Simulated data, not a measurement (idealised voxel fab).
This is a process module. Its name is voxel wiring stack.
Cross-sectional view cut (width: 225 nm; square cell size: 5 nm).
Square cells in a grid make up a cross-section in this document, and the grid is given as bands, listed from the top down, each one or more rows of cells. Within each band entry, the heights of the top and of the bottom of the band appear first, in that order and in nm; the materials of the band then follow from left to right, each with its corresponding width in nm. The designation "all across" on a single material indicates that it fills the band from edge to edge; the designation "air" indicates empty space. Height datum 0, below which the as-received substrate wafer is one material. Lowest band open at the bottom, running downward: "0..down". You'd read "30 to 40" like this: the band's top row of cells is as wide as the first number, its bottom row is as wide as the second, and going down, every row changes width by the same amount as the row before did. The cross-section has no changed cell in any step marked "left unchanged". What "Closed void table" gives you is every empty space of 8 cells or more that is cut off from the top. Each appears as width x height at distance, with the distance taken from the left edge and width, height and distance all in nm. What comes after the settings on a step's line is commentary from the simulator itself on that step. A step's line can hold "overlay nm"; with a mask on that step, the setting says how far right of the planned place the mask lay, while a negative setting says it lay to the left.
[Steps in the process plan]
- 1: RECEIVE | material Si
- 2: CONFORMAL_DEP | material SiO2 | thk nm 10
- 3: CONFORMAL_DEP | material SiN | thk nm 5
- 4: DIRECTIONAL_DEP | material lowk | thk nm 15
- 5: MASKED_ETCH | tone open | mask id METAL_1 | width nm 20 | pitch nm 35 | etch materials lowk | depth nm 15 | overlay nm 0
- 6: MASKED_ETCH | tone open | mask id METAL_1 | width nm 20 | pitch nm 35 | etch materials SiN | depth nm 5 | overlay nm 0
- 7: CONFORMAL_DEP | material TiN | thk nm 5
- 8: FILL_DEP | material Ru | thk nm 5
- 9: CMP | height nm 30
- 10: CONFORMAL_DEP | material SiCN | thk nm 5
- 11: DIRECTIONAL_DEP | material SiO2 | thk nm 20
- 12: MASKED_ETCH | tone open | mask id PLUG_1 | width nm 15 | pitch nm 35 | etch materials SiO2 | depth nm 20 | overlay nm 0
- 13: MASKED_ETCH | tone open | mask id PLUG_1 | width nm 15 | pitch nm 35 | etch materials SiCN | depth nm 5 | overlay nm 0
- 14: CONFORMAL_DEP | material TiN | thk nm 5
- 15: FILL_DEP | material Ru | thk nm 10
- 16: CMP | height nm 55
- 17: CONFORMAL_DEP | material SiCN | thk nm 5
- 18: DIRECTIONAL_DEP | material lowk | thk nm 20
- 19: PATTERN | tone open | mask id METAL_2 | material resist | width nm 20 | pitch nm 35 | thk nm 20 | overlay nm 0
- 20: DIRECTIONAL_ETCH | etch materials lowk | depth nm 20
- 21: DIRECTIONAL_ETCH | etch materials SiCN | depth nm 5
- 22: STRIP | etch materials resist
- 23: CONFORMAL_DEP | material TiN | thk nm 5
- 24: FILL_DEP | material W | thk nm 5
- 25: CMP | height nm 80
- 26: CONFORMAL_DEP | material SiCN | thk nm 5
- 27: DIRECTIONAL_DEP | material SiO2 | thk nm 15
- 28: PATTERN | tone open | mask id PLUG_2 | material resist | width nm 15 | pitch nm 35 | thk nm 20 | overlay nm 0
- 29: DIRECTIONAL_ETCH | etch materials SiO2 | depth nm 15
- 30: DIRECTIONAL_ETCH | etch materials SiCN | depth nm 5
- 31: STRIP | etch materials resist
- 32: EPI | material Ru | thk nm 10
- 33: EPI | material Ru | thk nm 10
- 34: DIRECTIONAL_DEP | material TiN | thk nm 5
- 35: DIRECTIONAL_DEP | material Ru | thk nm 25
- 36: MASKED_ETCH | tone cover | mask id METAL_3 | width nm 20 | pitch nm 35 | etch materials Ru | depth nm 25 | overlay nm 0
- 37: MASKED_ETCH | tone cover | mask id METAL_3 | width nm 20 | pitch nm 35 | etch materials TiN | depth nm 5 | overlay nm 0
- 38: CONFORMAL_DEP | material SiCN | thk nm 5
- 39: FILL_DEP | material lowk | thk nm 5
- 40: CMP | height nm 130
- 41: CONFORMAL_DEP | material SiCN | thk nm 5
[Wafer cross-section on receipt, i.e. after step 1]
* 0..down: Si all across
* Closed void table: none
[Post-module cross-section: identical start and plan to those above, one misstep in execution]
* 135..130: SiCN all across
* 130..110: lowk (60), SiCN (5), Ru (20), SiCN (5), lowk (5), SiCN (5), Ru (20), SiCN (5), lowk (5), SiCN (5), Ru (20), SiCN (5), lowk (65)
* 110..105: lowk (60), SiCN (5), Ru (20), SiCN (15), Ru (20), SiCN (15), Ru (20), SiCN (15), lowk (55)
* 105..100: SiCN (65), TiN (30), SiCN (5), TiN (30), SiCN (5), TiN (30), SiCN (60)
* 100..85: SiO2 (65), Ru (15), SiO2 (20), Ru (15), SiO2 (20), Ru (15), SiO2 (75)
* 85..80: SiCN (65), Ru (15), SiCN (20), Ru (15), SiCN (20), Ru (15), SiCN (75)
* 80..60: lowk (65), TiN (5), W (10), TiN (5), lowk (15), TiN (5), W (10), TiN (5), lowk (15), TiN (5), W (10), TiN (5), lowk (70)
* 60..55: SiCN (65), TiN (20), SiCN (15), TiN (20), SiCN (15), TiN (20), SiCN (70)
* 55..35: SiO2 (65), TiN (5), Ru (5), TiN (5), SiO2 (20), TiN (5), Ru (5), TiN (5), SiO2 (20), TiN (5), Ru (5), TiN (5), SiO2 (75)
* 35..30: SiCN (65), TiN (15), SiCN (20), TiN (15), SiCN (20), TiN (15), SiCN (75)
* 30..15: lowk (65), TiN (5), Ru (10), TiN (5), lowk (15), TiN (5), Ru (10), TiN (5), lowk (15), TiN (5), Ru (10), TiN (5), lowk (70)
* 15..10: SiN (65), TiN (20), SiN (15), TiN (20), SiN (15), TiN (20), SiN (70)
* 10..0: SiO2 all across
* 0..down: Si all across
* Closed void table: none
Misprocessing identified: step 37 was run on a setting that differed from the plan, and what really ran there is MASKED_ETCH | tone cover | mask id METAL_3 | width nm 20 | pitch nm 35 | etch materials TiN | depth nm 5 | overlay nm 10
